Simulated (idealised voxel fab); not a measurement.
The process module that follows is named voxel double patterning.
It is cross-section cut that appears here, measuring 260 nm in width, its square cells being 5 nm in size.
The cross-sections in this document take the form of a grid made of square cells. They are written out as bands, in order from top to bottom. Each band consists of one or more rows of cells. The band entry comprises the height of the band's top followed by the height of its bottom, expressed in nm, and subsequently the band's materials from left to right, each stated together with its width in nm. Where a single material is marked with the word "edge to edge", that material fills the band from edge to edge. The word "air" represents empty space. Counting heights begins at 0, where everything beneath is, in the wafer as received, one material. The lowest band has no bottom; it goes on downwards, as "0 nm and below" shows. A two-number width, for instance "30 to 40", indicates that the width is equal to the first number in the top row of the band and to the second number in the bottom row, and that it changes by a constant amount per row of cells. "left unchanged" means the step left every cell of the cross-section as it was. The list in "Voids, enclosed" covers empty spaces of 8 cells or more that cannot reach the top through any open way, and it gives each as width x height at distance; the distance is from the left edge, and width, height and distance are in nm. Where a step's line continues beyond its settings, the continuation is a remark by the simulator itself on that step. When a step includes a mask, the "overlay nm" setting on its line states how far to the right of its planned place that mask lay, and negative values state how far to the left.
# Planned process steps
1 RECEIVE | material Si
2 CONFORMAL_DEP | material SiO2 | thk nm 10
3 DIRECTIONAL_DEP | material TiN | thk nm 15
4 DIRECTIONAL_DEP | material SiCN | thk nm 5
5 MASKED_ETCH | tone open | mask id FIRST | width nm 15 | pitch nm 50 | etch materials SiCN | depth nm 5 | overlay nm 0
6 DIRECTIONAL_DEP | material aC | thk nm 15
7 PATTERN | tone open | mask id SECOND | material resist | width nm 15 | pitch nm 50 | thk nm 35 | overlay nm 0
8 DIRECTIONAL_ETCH | etch materials aC | depth nm 15
9 STRIP | etch materials resist
10 DIRECTIONAL_ETCH | etch materials SiCN | depth nm 5
11 STRIP | etch materials aC
12 DIRECTIONAL_ETCH | etch materials TiN | depth nm 15
13 STRIP | etch materials SiCN
# first wafer, as planned
# Cross-sectional view of the wafer in its as-received condition, corresponding to the state after step 1
  0 nm and below: Si edge to edge
  Voids, enclosed: none
# Sectional view: wafer, after step 2
  10 nm to 0 nm: SiO2 edge to edge
  Lower than 0, everything is as it was.
# Sectional view: wafer, after step 3
  25 nm to 10 nm: TiN edge to edge
  Lower than 10, everything is as it was.
# Sectional view: wafer, after step 4
  30 nm to 25 nm: SiCN edge to edge
  Lower than 25, everything is as it was.
# Sectional view: wafer, after step 5
  30 nm to 25 nm: 70 nm SiCN / 15 nm air / 35 nm SiCN / 15 nm air / 35 nm SiCN / 15 nm air / 75 nm SiCN
  Lower than 25, everything is as it was.
# Sectional view: wafer, after step 6
  45 nm to 40 nm: 70 nm aC / 15 nm air / 35 nm aC / 15 nm air / 35 nm aC / 15 nm air / 75 nm aC
  40 nm to 30 nm: aC edge to edge
  30 nm to 25 nm: 70 nm SiCN / 15 nm aC / 35 nm SiCN / 15 nm aC / 35 nm SiCN / 15 nm aC / 75 nm SiCN
  Lower than 25, everything is as it was.
# Sectional view: wafer, after step 7
  80 nm to 45 nm: 95 nm resist / 15 nm air / 35 nm resist / 15 nm air / 100 nm resist
  45 nm to 40 nm: 70 nm aC / 15 nm resist / 35 nm aC / 15 nm resist / 35 nm aC / 15 nm resist / 75 nm aC
  Lower than 40, everything is as it was.
# Sectional view: wafer, after step 8
  65 nm to 45 nm: 95 nm resist / 15 nm air / 35 nm resist / 15 nm air / 100 nm resist
  45 nm to 40 nm: 70 nm aC / 15 nm resist / 10 nm aC / 15 nm air / 10 nm aC / 15 nm resist / 10 nm aC / 15 nm air / 10 nm aC / 15 nm resist / 75 nm aC
  40 nm to 30 nm: 95 nm aC / 15 nm air / 35 nm aC / 15 nm air / 100 nm aC
  Lower than 30, everything is as it was.
# Sectional view: wafer, after step 9
  45 nm to 40 nm: 70 nm aC / 15 nm air / 10 nm aC / 15 nm air / 10 nm aC / 15 nm air / 10 nm aC / 15 nm air / 10 nm aC / 15 nm air / 75 nm aC
  Lower than 40, everything is as it was.
# Sectional view: wafer, after step 10
  45 nm to 40 nm: 70 nm aC / 15 nm air / 10 nm aC / 15 nm air / 10 nm aC / 15 nm air / 10 nm aC / 15 nm air / 10 nm aC / 15 nm air / 75 nm aC
  40 nm to 30 nm: 95 nm aC / 15 nm air / 35 nm aC / 15 nm air / 100 nm aC
  30 nm to 25 nm: 70 nm SiCN / 15 nm aC / 10 nm SiCN / 15 nm air / 10 nm SiCN / 15 nm aC / 10 nm SiCN / 15 nm air / 10 nm SiCN / 15 nm aC / 75 nm SiCN
  Lower than 25, everything is as it was.
# Sectional view: wafer, after step 11
  30 nm to 25 nm: 70 nm SiCN / 15 nm air / 10 nm SiCN / 15 nm air / 10 nm SiCN / 15 nm air / 10 nm SiCN / 15 nm air / 10 nm SiCN / 15 nm air / 75 nm SiCN
  Lower than 25, everything is as it was.
# Sectional view: wafer, after step 12
  30 nm to 25 nm: 70 nm SiCN / 15 nm air / 10 nm SiCN / 15 nm air / 10 nm SiCN / 15 nm air / 10 nm SiCN / 15 nm air / 10 nm SiCN / 15 nm air / 75 nm SiCN
  25 nm to 10 nm: 70 nm TiN / 15 nm air / 10 nm TiN / 15 nm air / 10 nm TiN / 15 nm air / 10 nm TiN / 15 nm air / 10 nm TiN / 15 nm air / 75 nm TiN
  Lower than 10, everything is as it was.
# Sectional view: wafer, after step 13
  25 nm to 10 nm: 70 nm TiN / 15 nm air / 10 nm TiN / 15 nm air / 10 nm TiN / 15 nm air / 10 nm TiN / 15 nm air / 10 nm TiN / 15 nm air / 75 nm TiN
  Lower than 10, everything is as it was.
# It is to be noted that the second wafer proceeded from the same initial state and according to the same plan as the first, although one mistake was committed in its execution; through step 1, inclusive, the two wafers share an identical history
Cross-section of the second wafer corresponding to the planned conclusion of step 2: left unchanged
# Cross-section of the second wafer corresponding to the planned conclusion of step 3
  15 nm to 0 nm: TiN edge to edge
  Lower than 0, everything is as it was.
# Cross-section of the second wafer corresponding to the planned conclusion of step 4
  20 nm to 15 nm: SiCN edge to edge
  Lower than 15, everything is as it was.
# Cross-section of the second wafer corresponding to the planned conclusion of step 5
  20 nm to 15 nm: 70 nm SiCN / 15 nm air / 35 nm SiCN / 15 nm air / 35 nm SiCN / 15 nm air / 75 nm SiCN
  Lower than 15, everything is as it was.
# Cross-section of the second wafer corresponding to the planned conclusion of step 6
  35 nm to 30 nm: 70 nm aC / 15 nm air / 35 nm aC / 15 nm air / 35 nm aC / 15 nm air / 75 nm aC
  30 nm to 20 nm: aC edge to edge
  20 nm to 15 nm: 70 nm SiCN / 15 nm aC / 35 nm SiCN / 15 nm aC / 35 nm SiCN / 15 nm aC / 75 nm SiCN
  Lower than 15, everything is as it was.
# Cross-section of the second wafer corresponding to the planned conclusion of step 7
  70 nm to 35 nm: 95 nm resist / 15 nm air / 35 nm resist / 15 nm air / 100 nm resist
  35 nm to 30 nm: 70 nm aC / 15 nm resist / 35 nm aC / 15 nm resist / 35 nm aC / 15 nm resist / 75 nm aC
  Lower than 30, everything is as it was.
# Cross-section of the second wafer corresponding to the planned conclusion of step 8
  55 nm to 35 nm: 95 nm resist / 15 nm air / 35 nm resist / 15 nm air / 100 nm resist
  35 nm to 30 nm: 70 nm aC / 15 nm resist / 10 nm aC / 15 nm air / 10 nm aC / 15 nm resist / 10 nm aC / 15 nm air / 10 nm aC / 15 nm resist / 75 nm aC
  30 nm to 20 nm: 95 nm aC / 15 nm air / 35 nm aC / 15 nm air / 100 nm aC
  Lower than 20, everything is as it was.
# Cross-section of the second wafer corresponding to the planned conclusion of step 9
  35 nm to 30 nm: 70 nm aC / 15 nm air / 10 nm aC / 15 nm air / 10 nm aC / 15 nm air / 10 nm aC / 15 nm air / 10 nm aC / 15 nm air / 75 nm aC
  Lower than 30, everything is as it was.
# Cross-section of the second wafer corresponding to the planned conclusion of step 10
  35 nm to 30 nm: 70 nm aC / 15 nm air / 10 nm aC / 15 nm air / 10 nm aC / 15 nm air / 10 nm aC / 15 nm air / 10 nm aC / 15 nm air / 75 nm aC
  30 nm to 20 nm: 95 nm aC / 15 nm air / 35 nm aC / 15 nm air / 100 nm aC
  20 nm to 15 nm: 70 nm SiCN / 15 nm aC / 10 nm SiCN / 15 nm air / 10 nm SiCN / 15 nm aC / 10 nm SiCN / 15 nm air / 10 nm SiCN / 15 nm aC / 75 nm SiCN
  Lower than 15, everything is as it was.
# Cross-section of the second wafer corresponding to the planned conclusion of step 11
  20 nm to 15 nm: 70 nm SiCN / 15 nm air / 10 nm SiCN / 15 nm air / 10 nm SiCN / 15 nm air / 10 nm SiCN / 15 nm air / 10 nm SiCN / 15 nm air / 75 nm SiCN
  Lower than 15, everything is as it was.
# Cross-section of the second wafer corresponding to the planned conclusion of step 12
  20 nm to 15 nm: 70 nm SiCN / 15 nm air / 10 nm SiCN / 15 nm air / 10 nm SiCN / 15 nm air / 10 nm SiCN / 15 nm air / 10 nm SiCN / 15 nm air / 75 nm SiCN
  15 nm to 0 nm: 70 nm TiN / 15 nm air / 10 nm TiN / 15 nm air / 10 nm TiN / 15 nm air / 10 nm TiN / 15 nm air / 10 nm TiN / 15 nm air / 75 nm TiN
  Lower than 0, everything is as it was.
# Cross-section of the second wafer corresponding to the planned conclusion of step 13
  15 nm to 0 nm: 70 nm TiN / 15 nm air / 10 nm TiN / 15 nm air / 10 nm TiN / 15 nm air / 10 nm TiN / 15 nm air / 10 nm TiN / 15 nm air / 75 nm TiN
  Lower than 0, everything is as it was.
What went wrong in running the wafer? step 2 in the plan did not get run; it was skipped
The final cell counts differ between the wafers, with the second having more or fewer of some materials than the first: -104 SiO2
